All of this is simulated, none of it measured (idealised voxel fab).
A process module follows: voxel ribs on slabs.
FYI the section here is cut, 205 nm wide, cells are 5 nm squares.
This document writes a cross-section as a grid whose cells are square, and gives it as bands, listed from the top down; one or more rows of cells form a band.
The entry gives the band's vertical extent as a top height and a bottom height in nm, then its horizontal make-up as materials from left to right, each with a width in nm. "blank" stands for empty space; a single material marked "throughout" fills the band edge to edge.
Heights are expressed relative to 0, this being the level below which the as-received wafer comprises one material exclusively. The lowest band is unbounded in the downward direction and is denoted as in "top 0, no bottom".
With a width like "30->40", each row of cells in the band differs from the next by the same amount, the top row carrying the first number and the bottom row the second.
The cross-section has no changed cell in any step marked "all unchanged".
The entry titled "Closed internal voids" provides the empty spaces that have no open way to the top, restricted to those of 8 cells or more. Each is presented as width x height at distance, the distance being measured from the left edge, with all three in nm.
Past the settings on a step's line: simulator remark, on that step.
"overlay nm" on a masked step: distance the mask lay right of its planned place, negative for left.

**Process steps (planned)**
- 1: RECEIVE | material Si
- 2: DIRECTIONAL_DEP | material SiO2 | thk nm 25
- 3: DIRECTIONAL_DEP | material SiN | thk nm 15
- 4: DIRECTIONAL_DEP | material aC | thk nm 15
- 5: PATTERN | tone cover | mask id RIB | material resist | width nm 20 | thk nm 30 | overlay nm 0
- 6: DIRECTIONAL_ETCH | etch materials aC | depth nm 15
- 7: STRIP | etch materials resist
- 8: DIRECTIONAL_ETCH | etch materials SiN | depth nm 5
- 9: STRIP | etch materials aC
- 10: MASKED_ETCH | tone cover | mask id SLAB | width nm 80 | etch materials SiN | depth nm 10 | overlay nm 0
- 11: FILL_DEP | material SiO2 | thk nm 25
- 12: CMP | height nm 55
- 13: DIRECTIONAL_DEP | material TiN | thk nm 5
- 14: PATTERN | tone cover | mask id HEATER | material resist | width nm 30 | thk nm 15 | overlay nm 0
- 15: DIRECTIONAL_ETCH | etch materials TiN | depth nm 5
- 16: STRIP | etch materials resist
- 17: CONFORMAL_DEP | material SiO2 | thk nm 10

**So this is the incoming wafer in cross-section - it's already been through step 1**
top 0, no bottom: Si throughout
Closed internal voids: none

**One mistake in running the module, otherwise start and plan as above: cross-section at the end**
top 70, bottom 60: SiO2 throughout
top 60, bottom 55: SiN throughout
top 55, bottom 40: SiO2 throughout
top 40, bottom 35: SiO2: 90 | SiN: 20 | SiO2: 95
top 35, bottom 25: SiO2: 60 | SiN: 80 | SiO2: 65
top 25, bottom 0: SiO2 throughout
top 0, no bottom: Si throughout
Closed internal voids: none
Which mistake was made when the wafer was run? so step 13 ended up running with a different setting than we planned, it ran as DIRECTIONAL_DEP | material SiN | thk nm 5
